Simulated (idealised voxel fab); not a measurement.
The document below concerns the process module designated voxel wiring stack.
FYI the section here is cut, 250 nm wide, cells are 5 nm squares.
How to read a cross-section here: the picture is a grid of square cells, written as bands going from the top down, and any band can span one or more rows of cells.
First you get the band's top height and its bottom height, in nm, and then the materials it's made of, left to right, with each width in nm. If you see a single material with "edge to edge", that one covers the band edge to edge. "air" is empty space.
Height reference: 0 = level under which incoming wafer is all one material. Lowest band: no bottom, runs on downward, e.g. "0 nm and below".
When a width is written as two numbers, as in "30 to 40", the first number is the width in the top row of cells of the band and the second is the width in its bottom row, and the width changes by the same amount from each row to the next.
Where the words "same as before" appear for a step, the cross-section shows no cell changed by that step; every cell remained as before.
Each empty space that has no open way to the top and spans at least 8 cells appears under "closed voids" as width x height at distance, the distance counted from the left edge, all in nm.
Text after the settings on a step's line: the simulator's own remark on that step.
The "overlay nm" setting may appear on a step's line; for a step that uses a mask, it gives how far to the right of its planned position the mask lay, and a negative value indicates the left.

# These are the steps we planned for the process
step 1: RECEIVE: material Si
step 2: CONFORMAL_DEP: material SiO2, thk nm 10
step 3: DIRECTIONAL_DEP: material TiN, thk nm 5
step 4: DIRECTIONAL_DEP: material Ru, thk nm 15
step 5: DIRECTIONAL_DEP: material aC, thk nm 10
step 6: PATTERN: tone cover, mask id METAL_1, material resist, width nm 30, pitch nm 50, thk nm 25, overlay nm 0
step 7: DIRECTIONAL_ETCH: etch materials aC, depth nm 10
step 8: STRIP: etch materials resist
step 9: DIRECTIONAL_ETCH: etch materials Ru, depth nm 15
step 10: DIRECTIONAL_ETCH: etch materials TiN, depth nm 5
step 11: STRIP: etch materials aC
step 12: FILL_DEP: material SiO2, thk nm 5
step 13: CMP: height nm 30
step 14: CONFORMAL_DEP: material SiCN, thk nm 5
step 15: DIRECTIONAL_DEP: material lowk, thk nm 30
step 16: MASKED_ETCH: tone open, mask id METAL_2, width nm 30, pitch nm 50, etch materials lowk, depth nm 20, overlay nm 0
step 17: MASKED_ETCH: tone open, mask id METAL_2_HOLES, width nm 15, pitch nm 100, etch materials lowk, depth nm 10, overlay nm 0
step 18: MASKED_ETCH: tone open, mask id METAL_2_HOLES, width nm 15, pitch nm 100, etch materials SiCN, depth nm 5, overlay nm 0
step 19: CONFORMAL_DEP: material TiN, thk nm 5
step 20: FILL_DEP: material Ru, thk nm 5
step 21: CMP: height nm 65
step 22: CONFORMAL_DEP: material SiCN, thk nm 5
step 23: DIRECTIONAL_DEP: material lowk, thk nm 10
step 24: PATTERN: tone open, mask id PLUG_2, material resist, width nm 15, pitch nm 50, thk nm 20, overlay nm 0
step 25: DIRECTIONAL_ETCH: etch materials lowk, depth nm 10
step 26: DIRECTIONAL_ETCH: etch materials SiCN, depth nm 5
step 27: STRIP: etch materials resist
step 28: EPI: material Ru, thk nm 10
step 29: EPI: material Ru, thk nm 5
step 30: CONFORMAL_DEP: material SiCN, thk nm 5
step 31: DIRECTIONAL_DEP: material SiO2, thk nm 25
step 32: PATTERN: tone open, mask id METAL_3, material resist, width nm 30, pitch nm 50, thk nm 15, overlay nm 0
step 33: DIRECTIONAL_ETCH: etch materials SiO2, depth nm 25
step 34: DIRECTIONAL_ETCH: etch materials SiCN, depth nm 5
step 35: STRIP: etch materials resist
step 36: CONFORMAL_DEP: material TiN, thk nm 5
step 37: FILL_DEP: material Ru, thk nm 5
step 38: CMP: height nm 110
step 39: CONFORMAL_DEP: material SiN, thk nm 5

# Step 1 complete: cross-section of the wafer as received
0 nm and below  Si edge to edge
closed voids: none

# End-of-module cross-section. Starting structure and process plan as above; one mistake made in running it
115 nm to 110 nm  SiN edge to edge
110 nm to 85 nm  SiO2 (60); TiN (5); Ru (20); TiN (5); SiO2 (20); TiN (5); Ru (20); TiN (5); SiO2 (20); TiN (5); Ru (20); TiN (5); SiO2 (60)
85 nm to 80 nm  SiCN (60); TiN (30); SiCN (20); TiN (30); SiCN (20); TiN (30); SiCN (60)
80 nm to 70 nm  lowk (60); Ru (15); lowk (35); SiCN (5); TiN (5); SiCN (5); lowk (35); Ru (15); lowk (75)
70 nm to 65 nm  SiCN (60); Ru (15); SiCN (40); TiN (5); SiCN (40); Ru (15); SiCN (75)
65 nm to 60 nm  SiCN (60); TiN (15); SiCN (85); TiN (15); SiCN (75)
60 nm to 30 nm  lowk edge to edge
30 nm to 15 nm  SiO2 (60); Ru (30); SiO2 (20); Ru (30); SiO2 (20); Ru (30); SiO2 (60)
15 nm to 10 nm  SiO2 (60); TiN (30); SiO2 (20); TiN (30); SiO2 (20); TiN (30); SiO2 (60)
10 nm to 0 nm  SiO2 edge to edge
0 nm and below  Si edge to edge
closed voids: none
Deviation from plan: deviation from plan: step 15 and step 14 executed in one another's positions
